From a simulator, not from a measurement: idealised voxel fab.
Process module, titled voxel released beams
Cross-sectional view cut (width: 285 nm; square cell size: 5 nm).
A cross-section is written here as square cells arranged in a grid, and it is given in bands from the top down, each band taking up one or more rows of cells.
A band entry consists of two parts. The first gives the height of the band's top and the height of its bottom, in nm. The rest lists the band's materials from left to right, each with its width in nm. A single material labelled with the word "full width" fills the band from edge to edge, and the word "blank" marks empty space.
Heights from 0 (as-received wafer is one material below). Bottom band endless downward, as "z 0 and below".
Note: "30->40" means the width goes from the first number (top row of the band) to the second number (bottom row) in equal steps per row of cells.
Basically "nothing altered" means that step didn't change any cell in the cross-section.
In the "Closed voids list" entry, you get each enclosed empty space of 8 cells or more, one with no open way to the top, written width x height at distance, distance from the left edge, in nm.
If you see something after the settings on a step's line, that's the simulator's own remark about that step.
On any step carrying a mask, the "overlay nm" setting, if present on the step's line, tells how far right of its planned place the mask lay; negative values point to the left.
Reading guide: pairs of cross-sections, before and after one process step; after view cut off at lowest changed band; step and settings listed under each pair. Pairs may stem from different runs of this module on the same starting wafer; continuity with the pair above only where the "Before this step" entry states it.

## Before this step
> z 0 and below | Si full width
> Closed voids list: none

## Step Result
> z 5 to 0 | Al2O3 full width
> Under 0: no change, same as before.
> Closed voids list: none
Between before and after above, the operation and settings are CONFORMAL_DEP, material Al2O3, thk nm 5

Before this step: the state before this step is the cross-section shown after the step in the pair just above.

## Step Result
> z 25 to 5 | SiO2 full width
> Under 5: no change, same as before.
> Closed voids list: none
Between before and after above, the operation and settings are DIRECTIONAL_DEP, material SiO2, thk nm 20

Before this step: the state before this step is the cross-section shown after the step in the pair just above.

## Step Result
> z 40 to 25 | resist=95, then blank=35, then resist=155
> Under 25: no change, same as before.
> Closed voids list: none
Between before and after above, the operation and settings are PATTERN, tone open, mask id ANCHOR, material resist, width nm 35, thk nm 15, overlay nm 0

Before this step: the state before this step is the cross-section shown after the step in the pair just above.

## Step Result
> z 40 to 25 | resist=95, then blank=35, then resist=155
> z 25 to 5 | SiO2=95, then blank=35, then SiO2=155
> Under 5: no change, same as before.
> Closed voids list: none
Between before and after above, the operation and settings are DIRECTIONAL_ETCH, etch materials SiO2, depth nm 20

Before this step: the state before this step is the cross-section shown after the step in the pair just above.

## Step Result
> z 25 to 5 | SiO2=95, then blank=35, then SiO2=155
> Under 5: no change, same as before.
> Closed voids list: none
Between before and after above, the operation and settings are STRIP, etch materials resist

Before this step: the state before this step is the cross-section shown after the step in the pair just above.

## Step Result
> z 40 to 25 | W=110, then blank=5, then W=170
> z 25 to 20 | SiO2=95, then W=15, then blank=5, then W=15, then SiO2=155
> z 20 to 5 | SiO2=95, then W=35, then SiO2=155
> Under 5: no change, same as before.
> Closed voids list: none
Between before and after above, the operation and settings are CONFORMAL_DEP, material W, thk nm 15

Before this step: the state before this step is the cross-section shown after the step in the pair just above.

## Step Result
> z 40 to 25 | blank=90, then W=20, then blank=5, then W=70, then blank=100
> Under 25: no change, same as before.
> Closed voids list: none
Between before and after above, the operation and settings are MASKED_ETCH, tone cover, mask id BEAM, width nm 95, etch materials W, depth nm 15, overlay nm 0

Before this step: the state before this step is the cross-section shown after the step in the pair just above.

## Step Result
> z 40 to 25 | blank=90, then W=20, then blank=5, then W=70, then blank=100
> z 25 to 20 | blank=95, then W=15, then blank=5, then W=15, then blank=155
> z 20 to 5 | blank=95, then W=35, then blank=155
> Under 5: no change, same as before.
> Closed voids list: none
Between before and after above, the operation and settings are STRIP, etch materials SiO2

## Before this step
> z 0 and below | Si full width
> Closed voids list: none

## Step Result
> z 20 to 0 | SiO2 full width
> Under 0: no change, same as before.
> Closed voids list: none
Between before and after above, the operation and settings are DIRECTIONAL_DEP, material SiO2, thk nm 20

Before this step: the state before this step is the cross-section shown after the step in the pair just above.

## Step Result
> z 35 to 20 | resist=95, then blank=35, then resist=155
> Under 20: no change, same as before.
> Closed voids list: none
Between before and after above, the operation and settings are PATTERN, tone open, mask id ANCHOR, material resist, width nm 35, thk nm 15, overlay nm 0

Before this step: the state before this step is the cross-section shown after the step in the pair just above.

## Step Result
> z 35 to 20 | resist=95, then blank=35, then resist=155
> z 20 to 0 | SiO2=95, then blank=35, then SiO2=155
> Under 0: no change, same as before.
> Closed voids list: none
Between before and after above, the operation and settings are DIRECTIONAL_ETCH, etch materials SiO2, depth nm 20

Before this step: the state before this step is the cross-section shown after the step in the pair just above.

## Step Result
> z 20 to 0 | SiO2=95, then blank=35, then SiO2=155
> Under 0: no change, same as before.
> Closed voids list: none
Between before and after above, the operation and settings are STRIP, etch materials resist

Before this step: the state before this step is the cross-section shown after the step in the pair just above.

## Step Result
> z 35 to 20 | W=110, then blank=5, then W=170
> z 20 to 15 | SiO2=95, then W=15, then blank=5, then W=15, then SiO2=155
> z 15 to 0 | SiO2=95, then W=35, then SiO2=155
> Under 0: no change, same as before.
> Closed voids list: none
Between before and after above, the operation and settings are CONFORMAL_DEP, material W, thk nm 15

Before this step: the state before this step is the cross-section shown after the step in the pair just above.

## Step Result
> z 35 to 20 | blank=90, then W=20, then blank=5, then W=70, then blank=100
> Under 20: no change, same as before.
> Closed voids list: none
Between before and after above, the operation and settings are MASKED_ETCH, tone cover, mask id BEAM, width nm 95, etch materials W, depth nm 15, overlay nm 0

Before this step: the state before this step is the cross-section shown after the step in the pair just above.

## Step Result
> z 35 to 20 | blank=90, then W=20, then blank=5, then W=70, then blank=100
> z 20 to 15 | blank=95, then W=15, then blank=5, then W=15, then blank=155
> z 15 to 0 | blank=95, then W=35, then blank=155
> Under 0: no change, same as before.
> Closed voids list: none
Between before and after above, the operation and settings are STRIP, etch materials SiO2

## Before this step
> z 40 to 25 | W=110, then blank=5, then W=170
> z 25 to 20 | SiO2=95, then W=15, then blank=5, then W=15, then SiO2=155
> z 20 to 5 | SiO2=95, then W=35, then SiO2=155
> z 5 to 0 | Al2O3 full width
> z 0 and below | Si full width
> Closed voids list: none

## Step Result
> z 55 to 25 | W full width
> z 25 to 5 | SiO2=95, then W=35, then SiO2=155
> Under 5: no change, same as before.
> Closed voids list: none
Between before and after above, the operation and settings are CONFORMAL_DEP, material W, thk nm 15

Before this step: the state before this step is the cross-section shown after the step in the pair just above.

## Step Result
> z 55 to 40 | blank=90, then W=95, then blank=100
> Under 40: no change, same as before.
> Closed voids list: none
Between before and after above, the operation and settings are MASKED_ETCH, tone cover, mask id BEAM, width nm 95, etch materials W, depth nm 15, overlay nm 0

## Before this step
> z 20 to 0 | SiO2 full width
> z 0 and below | Si full width
> Closed voids list: none

## Step Result
> z 25 to 20 | Al2O3 full width
> Under 20: no change, same as before.
> Closed voids list: none
Between before and after above, the operation and settings are CONFORMAL_DEP, material Al2O3, thk nm 5

Before this step: the state before this step is the cross-section shown after the step in the pair just above.

## Step Result
> z 40 to 25 | resist=95, then blank=35, then resist=155
> Under 25: no change, same as before.
> Closed voids list: none
Between before and after above, the operation and settings are PATTERN, tone open, mask id ANCHOR, material resist, width nm 35, thk nm 15, overlay nm 0

Before this step: the state before this step is the cross-section shown after the step in the pair just above.

## Step Result
> z 25 to 20 | Al2O3 full width
> Under 20: no change, same as before.
> Closed voids list: none
Between before and after above, the operation and settings are STRIP, etch materials resist

Before this step: the state before this step is the cross-section shown after the step in the pair just above.

## Step Result
> z 40 to 25 | W full width
> Under 25: no change, same as before.
> Closed voids list: none
Between before and after above, the operation and settings are CONFORMAL_DEP, material W, thk nm 15

Before this step: the state before this step is the cross-section shown after the step in the pair just above.

## Step Result
> z 40 to 25 | blank=90, then W=95, then blank=100
> Under 25: no change, same as before.
> Closed voids list: none
Between before and after above, the operation and settings are MASKED_ETCH, tone cover, mask id BEAM, width nm 95, etch materials W, depth nm 15, overlay nm 0

## Before this step
> z 25 to 5 | SiO2=95, then blank=35, then SiO2=155
> z 5 to 0 | Al2O3 full width
> z 0 and below | Si full width
> Closed voids list: none

## Step Result
> z 50 to 25 | W full width
> z 25 to 5 | SiO2=95, then W=35, then SiO2=155
> Under 5: no change, same as before.
> Closed voids list: none
Between before and after above, the operation and settings are CONFORMAL_DEP, material W, thk nm 25

Before this step: the state before this step is the cross-section shown after the step in the pair just above.

## Step Result
> z 50 to 35 | blank=90, then W=95, then blank=100
> Under 35: no change, same as before.
> Closed voids list: none
Between before and after above, the operation and settings are MASKED_ETCH, tone cover, mask id BEAM, width nm 95, etch materials W, depth nm 15, overlay nm 0

## Before this step
> z 25 to 5 | SiO2 full width
> z 5 to 0 | Al2O3 full width
> z 0 and below | Si full width
> Closed voids list: none

## Step Result
> z 40 to 25 | resist=100, then blank=25, then resist=160
> Under 25: no change, same as before.
> Closed voids list: none
Between before and after above, the operation and settings are PATTERN, tone open, mask id ANCHOR, material resist, width nm 25, thk nm 15, overlay nm 0

Before this step: the state before this step is the cross-section shown after the step in the pair just above.

## Step Result
> z 40 to 25 | resist=100, then blank=25, then resist=160
> z 25 to 5 | SiO2=100, then blank=25, then SiO2=160
> Under 5: no change, same as before.
> Closed voids list: none
Between before and after above, the operation and settings are DIRECTIONAL_ETCH, etch materials SiO2, depth nm 20

Before this step: the state before this step is the cross-section shown after the step in the pair just above.

## Step Result
> z 25 to 5 | SiO2=100, then blank=25, then SiO2=160
> Under 5: no change, same as before.
> Closed voids list: none
Between before and after above, the operation and settings are STRIP, etch materials resist

Before this step: the state before this step is the cross-section shown after the step in the pair just above.

## Step Result
> z 40 to 25 | W full width
> z 25 to 5 | SiO2=100, then W=25, then SiO2=160
> Under 5: no change, same as before.
> Closed voids list: none
Between before and after above, the operation and settings are CONFORMAL_DEP, material W, thk nm 15

Before this step: the state before this step is the cross-section shown after the step in the pair just above.

## Step Result
> z 40 to 25 | blank=90, then W=95, then blank=100
> Under 25: no change, same as before.
> Closed voids list: none
Between before and after above, the operation and settings are MASKED_ETCH, tone cover, mask id BEAM, width nm 95, etch materials W, depth nm 15, overlay nm 0

Before this step: the state before this step is the cross-section shown after the step in the pair just above.

## Step Result
> z 40 to 25 | blank=90, then W=95, then blank=100
> z 25 to 5 | blank=100, then W=25, then blank=160
> Under 5: no change, same as before.
> Closed voids list: none
Between before and after above, the operation and settings are STRIP, etch materials SiO2

## Before this step
> z 40 to 25 | W=110, then blank=5, then W=170
> z 25 to 20 | SiO2=95, then W=15, then blank=5, then W=15, then SiO2=155
> z 20 to 5 | SiO2=95, then W=35, then SiO2=155
> z 5 to 0 | Al2O3 full width
> z 0 and below | Si full width
> Closed voids list: none

## Step Result
> z 40 to 25 | blank=80, then W=30, then blank=5, then W=60, then blank=110
> Under 25: no change, same as before.
> Closed voids list: none
Between before and after above, the operation and settings are MASKED_ETCH, tone cover, mask id BEAM, width nm 95, etch materials W, depth nm 15, overlay nm -10

Before this step: the state before this step is the cross-section shown after the step in the pair just above.

## Step Result
> z 40 to 25 | blank=80, then W=30, then blank=5, then W=60, then blank=110
> z 25 to 20 | blank=95, then W=15, then blank=5, then W=15, then blank=155
> z 20 to 5 | blank=95, then W=35, then blank=155
> Under 5: no change, same as before.
> Closed voids list: none
Between before and after above, the operation and settings are STRIP, etch materials SiO2

## Before this step
> z 0 and below | Si full width
> Closed voids list: none

## Step Result
> z 5 to 0 | W full width
> Under 0: no change, same as before.
> Closed voids list: none
Between before and after above, the operation and settings are CONFORMAL_DEP, material W, thk nm 5

Before this step: the state before this step is the cross-section shown after the step in the pair just above.

## Step Result
> z 25 to 5 | SiO2 full width
> Under 5: no change, same as before.
> Closed voids list: none
Between before and after above, the operation and settings are DIRECTIONAL_DEP, material SiO2, thk nm 20

Before this step: the state before this step is the cross-section shown after the step in the pair just above.

## Step Result
> z 40 to 25 | resist=95, then blank=35, then resist=155
> Under 25: no change, same as before.
> Closed voids list: none
Between before and after above, the operation and settings are PATTERN, tone open, mask id ANCHOR, material resist, width nm 35, thk nm 15, overlay nm 0

Before this step: the state before this step is the cross-section shown after the step in the pair just above.

## Step Result
> z 40 to 25 | resist=95, then blank=35, then resist=155
> z 25 to 5 | SiO2=95, then blank=35, then SiO2=155
> Under 5: no change, same as before.
> Closed voids list: none
Between before and after above, the operation and settings are DIRECTIONAL_ETCH, etch materials SiO2, depth nm 20

Before this step: the state before this step is the cross-section shown after the step in the pair just above.

## Step Result
> z 25 to 5 | SiO2=95, then blank=35, then SiO2=155
> Under 5: no change, same as before.
> Closed voids list: none
Between before and after above, the operation and settings are STRIP, etch materials resist

Before this step: the state before this step is the cross-section shown after the step in the pair just above.

## Step Result
> z 40 to 25 | W=110, then blank=5, then W=170
> z 25 to 20 | SiO2=95, then W=15, then blank=5, then W=15, then SiO2=155
> z 20 to 5 | SiO2=95, then W=35, then SiO2=155
> Under 5: no change, same as before.
> Closed voids list: none
Between before and after above, the operation and settings are CONFORMAL_DEP, material W, thk nm 15

Before this step: the state before this step is the cross-section shown after the step in the pair just above.

## Step Result
> z 40 to 25 | blank=90, then W=20, then blank=5, then W=70, then blank=100
> Under 25: no change, same as before.
> Closed voids list: none
Between before and after above, the operation and settings are MASKED_ETCH, tone cover, mask id BEAM, width nm 95, etch materials W, depth nm 15, overlay nm 0

Before this step: the state before this step is the cross-section shown after the step in the pair just above.

## Step Result
> z 40 to 25 | blank=90, then W=20, then blank=5, then W=70, then blank=100
> z 25 to 20 | blank=95, then W=15, then blank=5, then W=15, then blank=155
> z 20 to 5 | blank=95, then W=35, then blank=155
> Under 5: no change, same as before.
> Closed voids list: none
Between before and after above, the operation and settings are STRIP, etch materials SiO2

## Before this step
> z 25 to 5 | SiO2 full width
> z 5 to 0 | Al2O3 full width
> z 0 and below | Si full width
> Closed voids list: none

## Step Result
> z 40 to 25 | blank=95, then resist=35, then blank=155
> Under 25: no change, same as before.
> Closed voids list: none
Between before and after above, the operation and settings are PATTERN, tone cover, mask id ANCHOR, material resist, width nm 35, thk nm 15, overlay nm 0

Before this step: the state before this step is the cross-section shown after the step in the pair just above.

## Step Result
> z 40 to 25 | blank=95, then resist=35, then blank=155
> z 25 to 5 | blank=95, then SiO2=35, then blank=155
> Under 5: no change, same as before.
> Closed voids list: none
Between before and after above, the operation and settings are DIRECTIONAL_ETCH, etch materials SiO2, depth nm 20

Before this step: the state before this step is the cross-section shown after the step in the pair just above.

## Step Result
> z 25 to 5 | blank=95, then SiO2=35, then blank=155
> Under 5: no change, same as before.
> Closed voids list: none
Between before and after above, the operation and settings are STRIP, etch materials resist

Before this step: the state before this step is the cross-section shown after the step in the pair just above.

## Step Result
> z 40 to 25 | blank=80, then W=65, then blank=140
> z 25 to 20 | blank=80, then W=15, then SiO2=35, then W=15, then blank=140
> z 20 to 5 | W=95, then SiO2=35, then W=155
> Under 5: no change, same as before.
> Closed voids list: none
Between before and after above, the operation and settings are CONFORMAL_DEP, material W, thk nm 15

Before this step: the state before this step is the cross-section shown after the step in the pair just above.

## Step Result
> z 40 to 25 | blank=90, then W=55, then blank=140
> z 25 to 20 | blank=80, then W=15, then SiO2=35, then W=15, then blank=140
> z 20 to 5 | blank=80, then W=15, then SiO2=35, then W=55, then blank=100
> Under 5: no change, same as before.
> Closed voids list: none
Between before and after above, the operation and settings are MASKED_ETCH, tone cover, mask id BEAM, width nm 95, etch materials W, depth nm 15, overlay nm 0
